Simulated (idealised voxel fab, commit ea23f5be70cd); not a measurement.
This is a process module. Its name is voxel ribs on slabs.
In the cross-section labelled cut, the width is 160 nm and each square cell is 5 nm.
In what follows, cross-sections appear as grids of square cells, described through bands that run from the top down, where every band is one or more rows of cells.
The band entry comprises the height of the band's top followed by the height of its bottom, expressed in nm, and subsequently the band's materials from left to right, each stated together with its width in nm. Where a single material is marked with the word "throughout", that material fills the band from edge to edge. The word "blank" represents empty space.
It should be noted that heights are counted from 0, beneath which the wafer as supplied is of one material throughout, and that the lowest band possesses no lower boundary but continues downward, as written in "0 and below".
You'd read "30..40" like this: the band's top row of cells is as wide as the first number, its bottom row is as wide as the second, and going down, every row changes width by the same amount as the row before did.
"nothing was modified" (step): cross-section cells unchanged, all of them.
"Enclosed internal cavities" lists enclosed empty spaces (at least 8 cells, no open path upward to the top), each as width x height at distance from the left edge, in nm.
Post-settings text on a step line: simulator's own remark regarding the step.
overlay nm: step with mask; distance mask lay right of planned place; negative value = left of planned place.

Planned process steps
1) RECEIVE [material Si]
2) DIRECTIONAL_DEP [material SiO2] [thk nm 30]
3) DIRECTIONAL_DEP [material SiN] [thk nm 25]
4) PATTERN [tone cover] [mask id RIB] [material resist] [width nm 15] [thk nm 15] [overlay nm 0]
5) DIRECTIONAL_ETCH [etch materials SiN] [depth nm 10]
6) STRIP [etch materials resist]
7) PATTERN [tone cover] [mask id SLAB] [material resist] [width nm 45] [thk nm 20] [overlay nm 0]
8) DIRECTIONAL_ETCH [etch materials SiN] [depth nm 15]
9) STRIP [etch materials resist]
10) FILL_DEP [material SiO2] [thk nm 25]
11) CMP [height nm 70]
12) DIRECTIONAL_DEP [material TiN] [thk nm 10]
13) MASKED_ETCH [tone cover] [mask id HEATER] [width nm 25] [etch materials TiN] [depth nm 10] [overlay nm 0]
14) CONFORMAL_DEP [material SiN] [thk nm 10]
The wafers in this document start out alike and differ in the width nm applied at step 7; the plan shows the value used for the first wafer.

Cross-section of the first incoming wafer of several, state after step 1
0 and below  Si throughout
Enclosed internal cavities: none

The cross-section of the first of several wafers is given below for the end of the module, after its final step, step 14
90 down to 80  blank 55 nm, SiN 45 nm, blank 60 nm
80 down to 70  SiN 65 nm, TiN 25 nm, SiN 70 nm
70 down to 55  SiO2 throughout
55 down to 45  SiO2 70 nm, SiN 15 nm, SiO2 75 nm
45 down to 30  SiO2 55 nm, SiN 45 nm, SiO2 60 nm
30 down to 0  SiO2 throughout
0 and below  Si throughout
Enclosed internal cavities: none

Showing the last wafer in cross-section at the end of the module
90 down to 80  blank 55 nm, SiN 45 nm, blank 60 nm
80 down to 70  SiN 65 nm, TiN 25 nm, SiN 70 nm
70 down to 55  SiO2 throughout
55 down to 45  SiO2 70 nm, SiN 15 nm, SiO2 75 nm
45 down to 30  SiO2 45 nm, SiN 70 nm, SiO2 45 nm
30 down to 0  SiO2 throughout
0 and below  Si throughout
Enclosed internal cavities: none

Gained (+) or lost (-) cells of each material since receipt, then closed voids: one row per wafer, at the end of the module
width nm 45, +105 SiN, +415 SiO2, +10 TiN, Enclosed internal cavities: none
width nm 50, +108 SiN, +412 SiO2, +10 TiN, Enclosed internal cavities: none
width nm 55, +111 SiN, +409 SiO2, +10 TiN, Enclosed internal cavities: none
width nm 60, +114 SiN, +406 SiO2, +10 TiN, Enclosed internal cavities: none
width nm 65, +117 SiN, +403 SiO2, +10 TiN, Enclosed internal cavities: none
width nm 70, +120 SiN, +400 SiO2, +10 TiN, Enclosed internal cavities: none
